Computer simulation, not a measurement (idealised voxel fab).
process module | voxel fin reveal
cross-section cut | 235 nm wide | cells 5 nm
A cross-section is a grid of square cells, given in bands from the top down. A band is one or more rows of cells.
Each band's line starts with the height of the band's top and of its bottom, in nm. Then come its materials from left to right, each with its width in nm. One material with "throughout" fills the band from edge to edge. "air" is empty space.
Height 0 is the level under which the wafer as received is all one material. The lowest band goes on downwards, as in "0 down".
A width such as "30 to 40" changes by the same amount from each row of cells to the next, from the band's top row to its bottom row.
"no change" after a step means that no cell of the cross-section changed.
closed voids: empty space of 8 cells or more with no open way to the top, each as width x height at its distance from the left edge, in nm
after a step's settings: what the simulator itself notes on the step
overlay nm, on a step with a mask: how far to the right of its planned place the mask lay; to the left if negative
plan
1 op RECEIVE | material Si
2 op CONFORMAL_DEP | material SiN | thk nm 5
3 op PATTERN | tone cover | mask id FINS | material resist | width nm 15 | pitch nm 35 | thk nm 15 | overlay nm 0
4 op DIRECTIONAL_ETCH | etch materials SiN | depth nm 5
5 op DIRECTIONAL_ETCH | etch materials Si | depth nm 30
6 op STRIP | etch materials resist
7 op OXIDIZE | depth nm 5
8 op FILL_DEP | material SiO2 | thk nm 10
9 op CMP | height nm 5
10 op SELECTIVE_ETCH | etch materials SiO2 | depth nm 15
11 op STRIP | etch materials SiN
12 op CONFORMAL_DEP | material SiO2 | thk nm 5
as received, after step 1
  0 down: Si throughout
  closed voids: none
first wafer at the end, as planned
  5 to 0: air 90 | SiO2 15 | air 20 | SiO2 15 | air 95
  0 to -5: air 90 | SiO2 5 | Si 5 | SiO2 5 | air 20 | SiO2 5 | Si 5 | SiO2 5 | air 95
  -5 to -35: SiO2 95 | Si 5 | SiO2 30 | Si 5 | SiO2 100
  -35 down: Si throughout
  closed voids: none
second wafer at the end: like start, like plan, one mistake
  10 to 5: air 85 | SiO2 25 | air 10 | SiO2 25 | air 90
  5 to 0: air 85 | SiO2 5 | SiN 15 | SiO2 5 | air 10 | SiO2 5 | SiN 15 | SiO2 5 | air 90
  0 to -5: air 85 | SiO2 10 | Si 5 | SiO2 10 | air 10 | SiO2 10 | Si 5 | SiO2 10 | air 90
  -5 to -30: air 90 | SiO2 5 | Si 5 | SiO2 5 | air 20 | SiO2 5 | Si 5 | SiO2 5 | air 95
  -30 to -35: SiO2 95 | Si 5 | SiO2 30 | Si 5 | SiO2 100
  -35 down: Si throughout
  closed voids: none
what went wrong: step 11 ran as: op STRIP | etch materials SiO2
at the end the second wafer has, in cells: 6 more of SiN | 193 fewer of SiO2
